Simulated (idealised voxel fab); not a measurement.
Presented below is a process module, voxel ribs on slabs.
In the cross-section labelled cut, the width is 195 nm and each square cell is 5 nm.
A cross-section in this document is a grid of square cells, and it is written down as bands, the top band listed before the ones below it; a band is made up of one or more rows of cells. What a band's entry tells you: where the top is and where the bottom is, as heights in nm, and after that what lies inside, material by material from left to right, each with its width in nm. Empty space is written as the word "blank", and a single material marked with the word "full width" occupies the band from edge to edge. For the purposes of this specification, 0 denotes the height below which the wafer in its as-received condition is composed wholly of one material, and the lowermost band, lacking a lower limit, extends downward without end, as expressed in "z 0 and below". You'd read "30..40" like this: the band's top row of cells is as wide as the first number, its bottom row is as wide as the second, and going down, every row changes width by the same amount as the row before did. No cell of the cross-section changed in a step that is given as "left unchanged". Entry "Trapped voids" = empty spaces >= 8 cells with no open way to the top; each as width x height at distance, distance from left edge, all nm. If you see something after the settings on a step's line, that's the simulator's own remark about that step. overlay nm: on a step with a mask, how far right of its planned place the mask lay; negative means left. Quick note on how to read the rest: it's all pairs. You get the cross-section before a process step and the one after, but the after one only goes down as far as the lowest band that changed. The step in between, with its settings, sits under the pair. Heads up, the pairs can come from different runs of this module on the same starting wafer, so don't assume a pair picks up from the one above unless its "Prior state" entry says it does.
Prior state:
	z 75 to 45  SiO2 full width
	z 45 to 40  70 of SiO2, then 20 of SiN, then 15 of SiO2, then 20 of SiN, then 70 of SiO2
	z 40 to 25  70 of SiO2, then 55 of SiN, then 70 of SiO2
	z 25 to 20  SiN full width
	z 20 to 0  SiO2 full width
	z 0 and below  Si full width
	Trapped voids: none
after:
	z 65 to 45  SiO2 full width
	Everything below 45 is unchanged.
	Trapped voids: none
In between the cross-sections above, the run called for CMP,height nm 65
Prior state: the state before this step is the cross-section shown after the step in the pair just above.
after:
	z 75 to 65  W full width
	Everything below 65 is unchanged.
	Trapped voids: none
In between the cross-sections above, the run called for DIRECTIONAL_DEP,material W,thk nm 10
Prior state: the state before this step is the cross-section shown after the step in the pair just above.
after:
	z 85 to 75  aC full width
	Everything below 75 is unchanged.
	Trapped voids: none
In between the cross-sections above, the run called for DIRECTIONAL_DEP,material aC,thk nm 10
Prior state: the state before this step is the cross-section shown after the step in the pair just above.
after:
	z 110 to 85  85 of blank, then 25 of resist, then 85 of blank
	Everything below 85 is unchanged.
	Trapped voids: none
In between the cross-sections above, the run called for PATTERN,tone cover,mask id HEATER,material resist,width nm 25,thk nm 25,overlay nm 0
Prior state: the state before this step is the cross-section shown after the step in the pair just above.
after:
	z 100 to 85  85 of blank, then 25 of resist, then 85 of blank
	z 85 to 75  85 of blank, then 25 of aC, then 85 of blank
	Everything below 75 is unchanged.
	Trapped voids: none
In between the cross-sections above, the run called for DIRECTIONAL_ETCH,etch materials aC,depth nm 10
Prior state: the state before this step is the cross-section shown after the step in the pair just above.
after:
	z 85 to 75  85 of blank, then 25 of aC, then 85 of blank
	Everything below 75 is unchanged.
	Trapped voids: none
In between the cross-sections above, the run called for STRIP,etch materials resist
Prior state: the state before this step is the cross-section shown after the step in the pair just above.
after:
	z 85 to 75  85 of blank, then 25 of aC, then 85 of blank
	z 75 to 65  85 of blank, then 25 of W, then 85 of blank
	Everything below 65 is unchanged.
	Trapped voids: none
In between the cross-sections above, the run called for DIRECTIONAL_ETCH,etch materials W,depth nm 10
Prior state: the state before this step is the cross-section shown after the step in the pair just above.
after:
	z 75 to 65  85 of blank, then 25 of W, then 85 of blank
	Everything below 65 is unchanged.
	Trapped voids: none
In between the cross-sections above, the run called for STRIP,etch materials aC
Prior state: the state before this step is the cross-section shown after the step in the pair just above.
after:
	z 85 to 75  75 of blank, then 45 of SiN, then 75 of blank
	z 75 to 65  85 of SiN, then 25 of W, then 85 of SiN
	Everything below 65 is unchanged.
	Trapped voids: none
In between the cross-sections above, the run called for CONFORMAL_DEP,material SiN,thk nm 10
